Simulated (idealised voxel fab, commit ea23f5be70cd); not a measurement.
process module | voxel tone inversion
cross-section cut | 300 nm wide | cells 5 nm
A cross-section is a grid of square cells, given in bands from the top down. A band is one or more rows of cells.
Each band's line starts with the height of the band's top and of its bottom, in nm. Then come its materials from left to right, each with its width in nm. One material with "throughout" fills the band from edge to edge. "air" is empty space.
Height 0 is the level under which the wafer as received is all one material. The lowest band goes on downwards, as in "0 down".
A width such as "30 to 40" changes by the same amount from each row of cells to the next, from the band's top row to its bottom row.
"no change" after a step means that no cell of the cross-section changed.
closed voids: empty space of 8 cells or more with no open way to the top, each as width x height at its distance from the left edge, in nm
after a step's settings: what the simulator itself notes on the step
overlay nm, on a step with a mask: how far to the right of its planned place the mask lay; to the left if negative
plan
1 op RECEIVE | material Si
2 op CONFORMAL_DEP | material SiN | thk nm 10
3 op DIRECTIONAL_DEP | material aC | thk nm 25
4 op PATTERN | tone cover | mask id POSTS | material resist | width nm 20 | pitch nm 35 | thk nm 35 | overlay nm 0
5 op DIRECTIONAL_ETCH | etch materials aC | depth nm 25
6 op STRIP | etch materials resist
7 op FILL_DEP | material SiO2 | thk nm 5
8 op CMP | height nm 35
9 op STRIP | etch materials aC
as received, after step 1
  0 down: Si throughout
  closed voids: none
a wafer at the end: this start, this plan, one mistake
  35 to 25: SiN throughout
  25 to 0: aC throughout
  0 down: Si throughout
  closed voids: none
what went wrong: steps 2 and 3 were swapped
